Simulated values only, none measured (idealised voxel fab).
The following is a process module called voxel trench capacitor.
Cross-sectional view cut (width: 240 nm; square cell size: 5 nm).
Cross-section, as written here: a square-cell grid given band by band from the top down, where a band holds one or more rows of cells. Each band's line starts with the height of the band's top and of its bottom, in nm. Then come its materials from left to right, each with its width in nm. One material with "edge to edge" fills the band from edge to edge. "empty" is empty space. The reference from which all heights are counted is 0, the level beneath which the as-received wafer is entirely one material; the lowest band, having no lower bound, proceeds downward and is written after the example "0 -> down". The expression "30..40" gives the width at the extremes of the band, the first number at its top row of cells and the second at its bottom row, with the width changing by equal amounts from each row to the next in between. "changes: none" (step): cross-section cells unchanged, all of them. "Voids lacking openings" specifies each empty space that is not open to the top and that occupies no fewer than 8 cells, using the form width x height at distance, the distance measured from the left edge and all three quantities in nm. Past the settings on a step's line: simulator remark, on that step. You can add "overlay nm" to a step's line. For a step with a mask, it describes how far the mask lay to the right of its planned position, and a negative number describes a lay to the left.
## List of planned process steps
step 1: RECEIVE with material Si
step 2: CONFORMAL_DEP with material SiN, thk nm 10
step 3: MASKED_ETCH with tone open, mask id TRENCH, width nm 25, pitch nm 40, etch materials SiN, depth nm 10, overlay nm 0
step 4: MASKED_ETCH with tone open, mask id TRENCH, width nm 25, pitch nm 40, etch materials Si, depth nm 25, overlay nm 0
step 5: CONFORMAL_DEP with material Al2O3, thk nm 5
step 6: CONFORMAL_DEP with material TiN, thk nm 5
step 7: FILL_DEP with material W, thk nm 10
step 8: CMP with height nm 10
## What follows covers the first of two wafers; it ran as planned
## As-received state of the wafer in cross-section, equivalent to post-step 1
	0 -> down: Si edge to edge
	Voids lacking openings: none
## How the wafer stands in section after step 2
	10 -> 0: SiN edge to edge
	Under the height 0 nothing was changed.
## How the wafer stands in section after step 3
	10 -> 0: SiN 45 nm  empty 25 nm  SiN 15 nm  empty 25 nm  SiN 15 nm  empty 25 nm  SiN 15 nm  empty 25 nm  SiN 50 nm
	Under the height 0 nothing was changed.
## How the wafer stands in section after step 4
	10 -> 0: SiN 45 nm  empty 25 nm  SiN 15 nm  empty 25 nm  SiN 15 nm  empty 25 nm  SiN 15 nm  empty 25 nm  SiN 50 nm
	0 -> -25: Si 45 nm  empty 25 nm  Si 15 nm  empty 25 nm  Si 15 nm  empty 25 nm  Si 15 nm  empty 25 nm  Si 50 nm
	Under the height -25 nothing was changed.
## How the wafer stands in section after step 5
	15 -> 10: Al2O3 50 nm  empty 15 nm  Al2O3 25 nm  empty 15 nm  Al2O3 25 nm  empty 15 nm  Al2O3 25 nm  empty 15 nm  Al2O3 55 nm
	10 -> 0: SiN 45 nm  Al2O3 5 nm  empty 15 nm  Al2O3 5 nm  SiN 15 nm  Al2O3 5 nm  empty 15 nm  Al2O3 5 nm  SiN 15 nm  Al2O3 5 nm  empty 15 nm  Al2O3 5 nm  SiN 15 nm  Al2O3 5 nm  empty 15 nm  Al2O3 5 nm  SiN 50 nm
	0 -> -20: Si 45 nm  Al2O3 5 nm  empty 15 nm  Al2O3 5 nm  Si 15 nm  Al2O3 5 nm  empty 15 nm  Al2O3 5 nm  Si 15 nm  Al2O3 5 nm  empty 15 nm  Al2O3 5 nm  Si 15 nm  Al2O3 5 nm  empty 15 nm  Al2O3 5 nm  Si 50 nm
	-20 -> -25: Si 45 nm  Al2O3 25 nm  Si 15 nm  Al2O3 25 nm  Si 15 nm  Al2O3 25 nm  Si 15 nm  Al2O3 25 nm  Si 50 nm
	Under the height -25 nothing was changed.
## How the wafer stands in section after step 6
	20 -> 15: TiN 55 nm  empty 5 nm  TiN 35 nm  empty 5 nm  TiN 35 nm  empty 5 nm  TiN 35 nm  empty 5 nm  TiN 60 nm
	15 -> 10: Al2O3 50 nm  TiN 5 nm  empty 5 nm  TiN 5 nm  Al2O3 25 nm  TiN 5 nm  empty 5 nm  TiN 5 nm  Al2O3 25 nm  TiN 5 nm  empty 5 nm  TiN 5 nm  Al2O3 25 nm  TiN 5 nm  empty 5 nm  TiN 5 nm  Al2O3 55 nm
	10 -> 0: SiN 45 nm  Al2O3 5 nm  TiN 5 nm  empty 5 nm  TiN 5 nm  Al2O3 5 nm  SiN 15 nm  Al2O3 5 nm  TiN 5 nm  empty 5 nm  TiN 5 nm  Al2O3 5 nm  SiN 15 nm  Al2O3 5 nm  TiN 5 nm  empty 5 nm  TiN 5 nm  Al2O3 5 nm  SiN 15 nm  Al2O3 5 nm  TiN 5 nm  empty 5 nm  TiN 5 nm  Al2O3 5 nm  SiN 50 nm
	0 -> -15: Si 45 nm  Al2O3 5 nm  TiN 5 nm  empty 5 nm  TiN 5 nm  Al2O3 5 nm  Si 15 nm  Al2O3 5 nm  TiN 5 nm  empty 5 nm  TiN 5 nm  Al2O3 5 nm  Si 15 nm  Al2O3 5 nm  TiN 5 nm  empty 5 nm  TiN 5 nm  Al2O3 5 nm  Si 15 nm  Al2O3 5 nm  TiN 5 nm  empty 5 nm  TiN 5 nm  Al2O3 5 nm  Si 50 nm
	-15 -> -20: Si 45 nm  Al2O3 5 nm  TiN 15 nm  Al2O3 5 nm  Si 15 nm  Al2O3 5 nm  TiN 15 nm  Al2O3 5 nm  Si 15 nm  Al2O3 5 nm  TiN 15 nm  Al2O3 5 nm  Si 15 nm  Al2O3 5 nm  TiN 15 nm  Al2O3 5 nm  Si 50 nm
	Under the height -20 nothing was changed.
## How the wafer stands in section after step 7
	30 -> 20: W edge to edge
	20 -> 15: TiN 55 nm  W 5 nm  TiN 35 nm  W 5 nm  TiN 35 nm  W 5 nm  TiN 35 nm  W 5 nm  TiN 60 nm
	15 -> 10: Al2O3 50 nm  TiN 5 nm  W 5 nm  TiN 5 nm  Al2O3 25 nm  TiN 5 nm  W 5 nm  TiN 5 nm  Al2O3 25 nm  TiN 5 nm  W 5 nm  TiN 5 nm  Al2O3 25 nm  TiN 5 nm  W 5 nm  TiN 5 nm  Al2O3 55 nm
	10 -> 0: SiN 45 nm  Al2O3 5 nm  TiN 5 nm  W 5 nm  TiN 5 nm  Al2O3 5 nm  SiN 15 nm  Al2O3 5 nm  TiN 5 nm  W 5 nm  TiN 5 nm  Al2O3 5 nm  SiN 15 nm  Al2O3 5 nm  TiN 5 nm  W 5 nm  TiN 5 nm  Al2O3 5 nm  SiN 15 nm  Al2O3 5 nm  TiN 5 nm  W 5 nm  TiN 5 nm  Al2O3 5 nm  SiN 50 nm
	0 -> -15: Si 45 nm  Al2O3 5 nm  TiN 5 nm  W 5 nm  TiN 5 nm  Al2O3 5 nm  Si 15 nm  Al2O3 5 nm  TiN 5 nm  W 5 nm  TiN 5 nm  Al2O3 5 nm  Si 15 nm  Al2O3 5 nm  TiN 5 nm  W 5 nm  TiN 5 nm  Al2O3 5 nm  Si 15 nm  Al2O3 5 nm  TiN 5 nm  W 5 nm  TiN 5 nm  Al2O3 5 nm  Si 50 nm
	Under the height -15 nothing was changed.
## How the wafer stands in section after step 8
	10 -> 0: SiN 45 nm  Al2O3 5 nm  TiN 5 nm  W 5 nm  TiN 5 nm  Al2O3 5 nm  SiN 15 nm  Al2O3 5 nm  TiN 5 nm  W 5 nm  TiN 5 nm  Al2O3 5 nm  SiN 15 nm  Al2O3 5 nm  TiN 5 nm  W 5 nm  TiN 5 nm  Al2O3 5 nm  SiN 15 nm  Al2O3 5 nm  TiN 5 nm  W 5 nm  TiN 5 nm  Al2O3 5 nm  SiN 50 nm
	Under the height 0 nothing was changed.
## What follows concerns the second wafer, which started out like the first and was meant to follow the very same plan; one mistake crept in when it was run, but everything up to and including step 7 is the same as for the first wafer
Cross-section of the second wafer corresponding to the planned conclusion of step 8: changes: none
Against the plan, the run slipped here: step 8 of the plan was excluded from execution and never run
It is noted that, at the conclusion of processing, the second wafer exhibits a higher or lower cell count for certain materials relative to the first: Al2O3 +36; TiN +52; W +104
